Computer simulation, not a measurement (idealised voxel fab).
Documented hereafter: the process module known as voxel transistor to metal.
In the cross-section labelled cut, the width is 145 nm and each square cell is 5 nm.
Cross-section, as written here: a square-cell grid given band by band from the top down, where a band holds one or more rows of cells.
Top height, bottom height, nm. Materials left to right, width each, nm. Single material + "full width" = fills band edge to edge. "empty" = empty.
Counting heights begins at 0, where everything beneath is, in the wafer as received, one material. The lowest band has no bottom; it goes on downwards, as "0 and below" shows.
It should be noted that a width expressed as "30..40" varies in equal increments from row to row of cells within the band, taking the value of the first number at the top row and that of the second number at the bottom row.
"stayed the same", as given for a step, is the statement that not any cell of the cross-section underwent a change during that step.
You'll see "Enclosed internal voids" listing empty spaces that have no way open to the top, as long as they're 8 cells or more; the notation is width x height at distance, where the distance is from the left edge, and all of it is in nm.
Step line, after settings: the simulator's comment on this step.
On any step carrying a mask, the "overlay nm" setting, if present on the step's line, tells how far right of its planned place the mask lay; negative values point to the left.

STEPS IN THE PROCESS PLAN
| 1 | RECEIVE [material Si] |
| 2 | CONFORMAL_DEP [material SiO2] [thk nm 5] |
| 3 | CONFORMAL_DEP [material SiN] [thk nm 15] |
| 4 | DIRECTIONAL_DEP [material aC] [thk nm 10] |
| 5 | PATTERN [tone cover] [mask id ACTIVE] [material resist] [width nm 100] [thk nm 25] [overlay nm 0] |
| 6 | DIRECTIONAL_ETCH [etch materials aC] [depth nm 10] |
| 7 | STRIP [etch materials resist] |
| 8 | DIRECTIONAL_ETCH [etch materials SiN] [depth nm 15] |
| 9 | DIRECTIONAL_ETCH [etch materials SiO2] [depth nm 5] |
| 10 | DIRECTIONAL_ETCH [etch materials Si] [depth nm 20] |
| 11 | STRIP [etch materials aC] |
| 12 | FILL_DEP [material SiO2] [thk nm 15] |
| 13 | CMP [height nm 20] |
| 14 | SELECTIVE_ETCH [etch materials SiO2] [depth nm 15] |
| 15 | STRIP [etch materials SiN] |
| 16 | SELECTIVE_ETCH [etch materials SiO2] [depth nm 5] |
| 17 | OXIDIZE [depth nm 5] |
| 18 | DIRECTIONAL_DEP [material polySi] [thk nm 25] |
| 19 | DIRECTIONAL_DEP [material SiCN] [thk nm 10] |
| 20 | MASKED_ETCH [tone cover] [mask id GATE] [width nm 20] [etch materials SiCN] [depth nm 20] [overlay nm 0] |
| 21 | MASKED_ETCH [tone cover] [mask id GATE] [width nm 20] [etch materials polySi] [depth nm 35] [overlay nm 0] |
| 22 | CONFORMAL_DEP [material SiO2] [thk nm 5] |
| 23 | DIRECTIONAL_ETCH [etch materials SiO2] [depth nm 5] |
| 24 | CONFORMAL_DEP [material SiN] [thk nm 10] |
| 25 | DIRECTIONAL_ETCH [etch materials SiN] [depth nm 10] |
| 26 | DIRECTIONAL_ETCH [etch materials SiO2] [depth nm 5] |
| 27 | DIRECTIONAL_ETCH [etch materials Si] [depth nm 5] |
| 28 | EPI [material pSi] [thk nm 10] |
| 29 | FILL_DEP [material SiO2] [thk nm 10] |
| 30 | CMP [height nm 35] |
| 31 | DIRECTIONAL_DEP [material SiO2] [thk nm 15] |
| 32 | MASKED_ETCH [tone open] [mask id CONTACT] [width nm 20] [pitch nm 70] [etch materials SiO2] [depth nm 50] [overlay nm 0] |
| 33 | CONFORMAL_DEP [material TiN] [thk nm 5] |
| 34 | FILL_DEP [material W] [thk nm 10] |
| 35 | CMP [height nm 50] |
| 36 | CONFORMAL_DEP [material SiN] [thk nm 5] |
| 37 | DIRECTIONAL_DEP [material lowk] [thk nm 15] |
| 38 | MASKED_ETCH [tone open] [mask id METAL_1] [width nm 20] [pitch nm 70] [etch materials lowk] [depth nm 15] [overlay nm 0] |
| 39 | MASKED_ETCH [tone open] [mask id METAL_1] [width nm 20] [pitch nm 70] [etch materials SiN] [depth nm 5] [overlay nm 0] |
| 40 | CONFORMAL_DEP [material TiN] [thk nm 5] |
| 41 | FILL_DEP [material Cu] [thk nm 10] |
| 42 | CMP [height nm 70] |
| 43 | CONFORMAL_DEP [material SiCN] [thk nm 5] |
| 44 | DIRECTIONAL_DEP [material lowk] [thk nm 30] |
| 45 | DIRECTIONAL_DEP [material aC] [thk nm 10] |
| 46 | PATTERN [tone open] [mask id METAL_2] [material resist] [width nm 20] [pitch nm 70] [thk nm 30] [overlay nm -10] |
| 47 | DIRECTIONAL_ETCH [etch materials aC] [depth nm 10] |
| 48 | STRIP [etch materials resist] |
| 49 | DIRECTIONAL_ETCH [etch materials lowk] [depth nm 15] |
| 50 | STRIP [etch materials aC] |
| 51 | DIRECTIONAL_DEP [material aC] [thk nm 10] |
| 52 | PATTERN [tone open] [mask id METAL_2_HOLES] [material resist] [width nm 15] [pitch nm 70] [thk nm 30] [overlay nm 0] |
| 53 | DIRECTIONAL_ETCH [etch materials aC] [depth nm 10] |
| 54 | STRIP [etch materials resist] |
| 55 | DIRECTIONAL_ETCH [etch materials lowk] [depth nm 15] |
| 56 | DIRECTIONAL_ETCH [etch materials SiCN] [depth nm 5] |
| 57 | STRIP [etch materials aC] |
| 58 | CONFORMAL_DEP [material TiN] [thk nm 5] |
| 59 | FILL_DEP [material Ru] [thk nm 10] |
| 60 | CMP [height nm 105] |
| 61 | CONFORMAL_DEP [material SiCN] [thk nm 5] |
Wafer-to-wafer difference: overlay nm, step 46. Common start. Plan = first wafer's value.

SECTIONAL VIEW: FIRST OF SEVERAL WAFERS, AS RECEIVED, AFTER STEP 1
> 0 and below = Si full width
> Enclosed internal voids: none

CROSS-SECTION OF THE FIRST OF SEVERAL WAFERS, TAKEN AFTER STEP 61, WHERE THE MODULE ENDS
> 110 down to 105 = SiCN full width
> 105 down to 95 = lowk (15) / TiN (5) / Ru (15) / TiN (5) / lowk (45) / TiN (5) / Ru (15) / TiN (5) / lowk (35)
> 95 down to 90 = lowk (15) / TiN (25) / lowk (45) / TiN (25) / lowk (35)
> 90 down to 75 = lowk (25) / TiN (10) / lowk (60) / TiN (10) / lowk (40)
> 75 down to 70 = SiCN (25) / TiN (10) / SiCN (60) / TiN (10) / SiCN (40)
> 70 down to 55 = lowk (25) / TiN (5) / Cu (10) / TiN (5) / lowk (50) / TiN (5) / Cu (10) / TiN (5) / lowk (30)
> 55 down to 50 = SiN (25) / TiN (20) / SiN (50) / TiN (20) / SiN (30)
> 50 down to 35 = SiO2 (25) / TiN (5) / W (10) / TiN (5) / SiO2 (50) / TiN (5) / W (10) / TiN (5) / SiO2 (30)
> 35 down to 25 = SiO2 (25) / TiN (5) / W (10) / TiN (5) / SiN (10) / SiO2 (5) / SiCN (20) / SiO2 (5) / SiN (10) / TiN (5) / W (10) / TiN (5) / SiO2 (30)
> 25 down to 10 = SiO2 (25) / TiN (5) / W (10) / TiN (5) / SiN (10) / SiO2 (5) / polySi (20) / SiO2 (5) / SiN (10) / TiN (5) / W (10) / TiN (5) / SiO2 (30)
> 10 down to 5 = SiO2 (25) / TiN (20) / SiN (10) / SiO2 (5) / polySi (20) / SiO2 (5) / SiN (10) / TiN (20) / SiO2 (30)
> 5 down to 0 = SiO2 (25) / TiN (10) / pSi (10) / SiN (10) / SiO2 (5) / polySi (20) / SiO2 (5) / SiN (10) / pSi (10) / TiN (10) / SiO2 (30)
> 0 down to -5 = SiO2 (15) / pSi (30) / SiO2 (50) / pSi (30) / SiO2 (20)
> -5 down to -10 = SiO2 (20) / pSi (25) / Si (50) / pSi (25) / SiO2 (25)
> -10 down to -20 = SiO2 (20) / Si (100) / SiO2 (25)
> -20 and below = Si full width
> Enclosed internal voids: none

LAST WAFER X-SEC, END OF MODULE
> 110 down to 105 = SiCN full width
> 105 down to 95 = lowk (25) / TiN (5) / Ru (25) / TiN (5) / lowk (35) / TiN (5) / Ru (25) / TiN (5) / lowk (15)
> 95 down to 90 = lowk (25) / TiN (35) / lowk (35) / TiN (35) / lowk (15)
> 90 down to 75 = lowk full width
> 75 down to 70 = SiCN full width
> 70 down to 55 = lowk (25) / TiN (5) / Cu (10) / TiN (5) / lowk (50) / TiN (5) / Cu (10) / TiN (5) / lowk (30)
> 55 down to 50 = SiN (25) / TiN (20) / SiN (50) / TiN (20) / SiN (30)
> 50 down to 35 = SiO2 (25) / TiN (5) / W (10) / TiN (5) / SiO2 (50) / TiN (5) / W (10) / TiN (5) / SiO2 (30)
> 35 down to 25 = SiO2 (25) / TiN (5) / W (10) / TiN (5) / SiN (10) / SiO2 (5) / SiCN (20) / SiO2 (5) / SiN (10) / TiN (5) / W (10) / TiN (5) / SiO2 (30)
> 25 down to 10 = SiO2 (25) / TiN (5) / W (10) / TiN (5) / SiN (10) / SiO2 (5) / polySi (20) / SiO2 (5) / SiN (10) / TiN (5) / W (10) / TiN (5) / SiO2 (30)
> 10 down to 5 = SiO2 (25) / TiN (20) / SiN (10) / SiO2 (5) / polySi (20) / SiO2 (5) / SiN (10) / TiN (20) / SiO2 (30)
> 5 down to 0 = SiO2 (25) / TiN (10) / pSi (10) / SiN (10) / SiO2 (5) / polySi (20) / SiO2 (5) / SiN (10) / pSi (10) / TiN (10) / SiO2 (30)
> 0 down to -5 = SiO2 (15) / pSi (30) / SiO2 (50) / pSi (30) / SiO2 (20)
> -5 down to -10 = SiO2 (20) / pSi (25) / Si (50) / pSi (25) / SiO2 (25)
> -10 down to -20 = SiO2 (20) / Si (100) / SiO2 (25)
> -20 and below = Si full width
> Enclosed internal voids: none

WHERE EACH WAFER STANDS AT THE END OF THE MODULE, A ROW APIECE: CELLS OF EACH MATERIAL GAINED (+) OR LOST (-) SINCE IT WAS RECEIVED, THEN CLOSED VOIDS
overlay nm -10; +12 Cu; +12 Ru; -66 Si; +62 SiCN; +49 SiN; +198 SiO2; +98 TiN; +32 W; +195 lowk; +26 pSi; +20 polySi; Enclosed internal voids: none
overlay nm -5; +12 Cu; +16 Ru; -66 Si; +60 SiCN; +49 SiN; +198 SiO2; +96 TiN; +32 W; +195 lowk; +26 pSi; +20 polySi; Enclosed internal voids: none
overlay nm 0; +12 Cu; +16 Ru; -66 Si; +60 SiCN; +49 SiN; +198 SiO2; +96 TiN; +32 W; +195 lowk; +26 pSi; +20 polySi; Enclosed internal voids: none
overlay nm 5; +12 Cu; +12 Ru; -66 Si; +62 SiCN; +49 SiN; +198 SiO2; +98 TiN; +32 W; +195 lowk; +26 pSi; +20 polySi; Enclosed internal voids: none
overlay nm 10; +12 Cu; +16 Ru; -66 Si; +64 SiCN; +49 SiN; +198 SiO2; +92 TiN; +32 W; +195 lowk; +26 pSi; +20 polySi; Enclosed internal voids: none
overlay nm 15; +12 Cu; +20 Ru; -66 Si; +66 SiCN; +49 SiN; +198 SiO2; +86 TiN; +32 W; +195 lowk; +26 pSi; +20 polySi; Enclosed internal voids: none
